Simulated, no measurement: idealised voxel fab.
Process module under the name voxel ribs on slabs
The cross-section on display is named cut; it measures 300 nm wide, and its cells are 5 nm squares.
Reading order for cross-sections: top band down to bottom band. Underlying form: a grid of square cells. Band size: one or more rows of cells.
For a band, the entry starts with two heights in nm, that of the top and then that of the bottom, and carries on with the band's materials in order from left to right, each alongside its width in nm; the word "all across" beside a single material means it fills the band edge to edge, and "blank" means empty space.
Height datum 0, below which the as-received substrate wafer is one material. Lowest band open at the bottom, running downward: "0 -> down".
So if you see something like "30->40" for the width, read it as the top row of the band sitting at the first number and the bottom row at the second, with every row in between moving by the same amount as the last.
You'll sometimes find "changes: none" written for a step, and that's the way of saying that nowhere in the cross-section did a cell change during that step.
If an empty space has no open way to the top and is at least 8 cells in size, "Fully closed voids" lists it, written width x height at distance, where distance is measured from the left edge and every value is in nm.
That trailing text on a step's line, after the settings, is the simulator's own remark on the step.
The "overlay nm" setting may appear on a step's line; for a step that uses a mask, it gives how far to the right of its planned position the mask lay, and a negative value indicates the left.
These are the steps we planned for the process:
step 1: RECEIVE, material Si
step 2: DIRECTIONAL_DEP, material SiO2, thk nm 20
step 3: DIRECTIONAL_DEP, material polySi, thk nm 20
step 4: DIRECTIONAL_DEP, material aC, thk nm 15
step 5: PATTERN, tone cover, mask id RIB, material resist, width nm 30, thk nm 30, overlay nm 0
step 6: DIRECTIONAL_ETCH, etch materials aC, depth nm 15
step 7: STRIP, etch materials resist
step 8: DIRECTIONAL_ETCH, etch materials polySi, depth nm 10
step 9: STRIP, etch materials aC
step 10: PATTERN, tone cover, mask id SLAB, material resist, width nm 90, thk nm 20, overlay nm 0
step 11: DIRECTIONAL_ETCH, etch materials polySi, depth nm 10
step 12: STRIP, etch materials resist
step 13: FILL_DEP, material SiO2, thk nm 30
step 14: CMP, height nm 60
step 15: DIRECTIONAL_DEP, material TiN, thk nm 5
step 16: DIRECTIONAL_DEP, material aC, thk nm 15
step 17: PATTERN, tone cover, mask id HEATER, material resist, width nm 40, thk nm 30, overlay nm 0
step 18: DIRECTIONAL_ETCH, etch materials aC, depth nm 15
step 19: STRIP, etch materials resist
step 20: DIRECTIONAL_ETCH, etch materials TiN, depth nm 5
step 21: STRIP, etch materials aC
step 22: CONFORMAL_DEP, material SiO2, thk nm 5
Of two wafers, the first: run according to plan:
Here's what the wafer looked like in cross-section when it arrived - that's after step 1:
* 0 -> down: Si all across
* Fully closed voids: none
Presented here is a cross-section of the wafer after step 2 has been performed:
* 20 -> 0: SiO2 all across
* All layers under 0 are left as they were.
Presented here is a cross-section of the wafer after step 3 has been performed:
* 40 -> 20: polySi all across
* All layers under 20 are left as they were.
Presented here is a cross-section of the wafer after step 4 has been performed:
* 55 -> 40: aC all across
* All layers under 40 are left as they were.
Presented here is a cross-section of the wafer after step 5 has been performed:
* 85 -> 55: blank: 135, resist: 30, blank: 135
* All layers under 55 are left as they were.
Presented here is a cross-section of the wafer after step 6 has been performed:
* 70 -> 55: blank: 135, resist: 30, blank: 135
* 55 -> 40: blank: 135, aC: 30, blank: 135
* All layers under 40 are left as they were.
Presented here is a cross-section of the wafer after step 7 has been performed:
* 55 -> 40: blank: 135, aC: 30, blank: 135
* All layers under 40 are left as they were.
Presented here is a cross-section of the wafer after step 8 has been performed:
* 55 -> 40: blank: 135, aC: 30, blank: 135
* 40 -> 30: blank: 135, polySi: 30, blank: 135
* All layers under 30 are left as they were.
Presented here is a cross-section of the wafer after step 9 has been performed:
* 40 -> 30: blank: 135, polySi: 30, blank: 135
* All layers under 30 are left as they were.
Presented here is a cross-section of the wafer after step 10 has been performed:
* 60 -> 40: blank: 105, resist: 90, blank: 105
* 40 -> 30: blank: 105, resist: 30, polySi: 30, resist: 30, blank: 105
* All layers under 30 are left as they were.
Presented here is a cross-section of the wafer after step 11 has been performed:
* 60 -> 40: blank: 105, resist: 90, blank: 105
* 40 -> 30: blank: 105, resist: 30, polySi: 30, resist: 30, blank: 105
* 30 -> 20: blank: 105, polySi: 90, blank: 105
* All layers under 20 are left as they were.
Presented here is a cross-section of the wafer after step 12 has been performed:
* 40 -> 30: blank: 135, polySi: 30, blank: 135
* All layers under 30 are left as they were.
Presented here is a cross-section of the wafer after step 13 has been performed:
* 70 -> 40: SiO2 all across
* 40 -> 30: SiO2: 135, polySi: 30, SiO2: 135
* 30 -> 20: SiO2: 105, polySi: 90, SiO2: 105
* All layers under 20 are left as they were.
Presented here is a cross-section of the wafer after step 14 has been performed:
* 60 -> 40: SiO2 all across
* All layers under 40 are left as they were.
Presented here is a cross-section of the wafer after step 15 has been performed:
* 65 -> 60: TiN all across
* All layers under 60 are left as they were.
Presented here is a cross-section of the wafer after step 16 has been performed:
* 80 -> 65: aC all across
* All layers under 65 are left as they were.
Presented here is a cross-section of the wafer after step 17 has been performed:
* 110 -> 80: blank: 130, resist: 40, blank: 130
* All layers under 80 are left as they were.
Presented here is a cross-section of the wafer after step 18 has been performed:
* 95 -> 80: blank: 130, resist: 40, blank: 130
* 80 -> 65: blank: 130, aC: 40, blank: 130
* All layers under 65 are left as they were.
Presented here is a cross-section of the wafer after step 19 has been performed:
* 80 -> 65: blank: 130, aC: 40, blank: 130
* All layers under 65 are left as they were.
Presented here is a cross-section of the wafer after step 20 has been performed:
* 80 -> 65: blank: 130, aC: 40, blank: 130
* 65 -> 60: blank: 130, TiN: 40, blank: 130
* All layers under 60 are left as they were.
Presented here is a cross-section of the wafer after step 21 has been performed:
* 65 -> 60: blank: 130, TiN: 40, blank: 130
* All layers under 60 are left as they were.
Presented here is a cross-section of the wafer after step 22 has been performed:
* 70 -> 65: blank: 125, SiO2: 50, blank: 125
* 65 -> 60: SiO2: 130, TiN: 40, SiO2: 130
* All layers under 60 are left as they were.
The second wafer was prepared from the same starting point and under the same plan as the first; its processing contained one mistake, and it remains indistinguishable from the first wafer up to and including step 1:
Cross-section: second wafer, time at which step 2 was scheduled to end:
* 40 -> 0: SiO2 all across
* All layers under 0 are left as they were.
Cross-section: second wafer, time at which step 3 was scheduled to end:
* 60 -> 40: polySi all across
* All layers under 40 are left as they were.
Cross-section: second wafer, time at which step 4 was scheduled to end:
* 75 -> 60: aC all across
* All layers under 60 are left as they were.
Cross-section: second wafer, time at which step 5 was scheduled to end:
* 105 -> 75: blank: 135, resist: 30, blank: 135
* All layers under 75 are left as they were.
Cross-section: second wafer, time at which step 6 was scheduled to end:
* 90 -> 75: blank: 135, resist: 30, blank: 135
* 75 -> 60: blank: 135, aC: 30, blank: 135
* All layers under 60 are left as they were.
Cross-section: second wafer, time at which step 7 was scheduled to end:
* 75 -> 60: blank: 135, aC: 30, blank: 135
* All layers under 60 are left as they were.
Cross-section: second wafer, time at which step 8 was scheduled to end:
* 75 -> 60: blank: 135, aC: 30, blank: 135
* 60 -> 50: blank: 135, polySi: 30, blank: 135
* All layers under 50 are left as they were.
Cross-section: second wafer, time at which step 9 was scheduled to end:
* 60 -> 50: blank: 135, polySi: 30, blank: 135
* All layers under 50 are left as they were.
Cross-section: second wafer, time at which step 10 was scheduled to end:
* 80 -> 60: blank: 105, resist: 90, blank: 105
* 60 -> 50: blank: 105, resist: 30, polySi: 30, resist: 30, blank: 105
* All layers under 50 are left as they were.
Cross-section: second wafer, time at which step 11 was scheduled to end:
* 80 -> 60: blank: 105, resist: 90, blank: 105
* 60 -> 50: blank: 105, resist: 30, polySi: 30, resist: 30, blank: 105
* 50 -> 40: blank: 105, polySi: 90, blank: 105
* All layers under 40 are left as they were.
Cross-section: second wafer, time at which step 12 was scheduled to end:
* 60 -> 50: blank: 135, polySi: 30, blank: 135
* All layers under 50 are left as they were.
Cross-section: second wafer, time at which step 13 was scheduled to end:
* 90 -> 60: SiO2 all across
* 60 -> 50: SiO2: 135, polySi: 30, SiO2: 135
* 50 -> 40: SiO2: 105, polySi: 90, SiO2: 105
* All layers under 40 are left as they were.
Cross-section: second wafer, time at which step 14 was scheduled to end:
* 60 -> 50: SiO2: 135, polySi: 30, SiO2: 135
* All layers under 50 are left as they were.
Cross-section: second wafer, time at which step 15 was scheduled to end:
* 65 -> 60: TiN all across
* All layers under 60 are left as they were.
Cross-section: second wafer, time at which step 16 was scheduled to end:
* 80 -> 65: aC all across
* All layers under 65 are left as they were.
Cross-section: second wafer, time at which step 17 was scheduled to end:
* 110 -> 80: blank: 130, resist: 40, blank: 130
* All layers under 80 are left as they were.
Cross-section: second wafer, time at which step 18 was scheduled to end:
* 95 -> 80: blank: 130, resist: 40, blank: 130
* 80 -> 65: blank: 130, aC: 40, blank: 130
* All layers under 65 are left as they were.
Cross-section: second wafer, time at which step 19 was scheduled to end:
* 80 -> 65: blank: 130, aC: 40, blank: 130
* All layers under 65 are left as they were.
Cross-section: second wafer, time at which step 20 was scheduled to end:
* 80 -> 65: blank: 130, aC: 40, blank: 130
* 65 -> 60: blank: 130, TiN: 40, blank: 130
* All layers under 60 are left as they were.
Cross-section: second wafer, time at which step 21 was scheduled to end:
* 65 -> 60: blank: 130, TiN: 40, blank: 130
* All layers under 60 are left as they were.
Cross-section: second wafer, time at which step 22 was scheduled to end:
* 70 -> 65: blank: 125, SiO2: 50, blank: 125
* 65 -> 60: SiO2: 130, TiN: 40, SiO2: 130
* All layers under 60 are left as they were.
Where did the run depart from the plan? the plan had its step 2 run twice
By the end, you'd get the same cell count for each material on either wafer, but the second wafer puts them somewhere else.
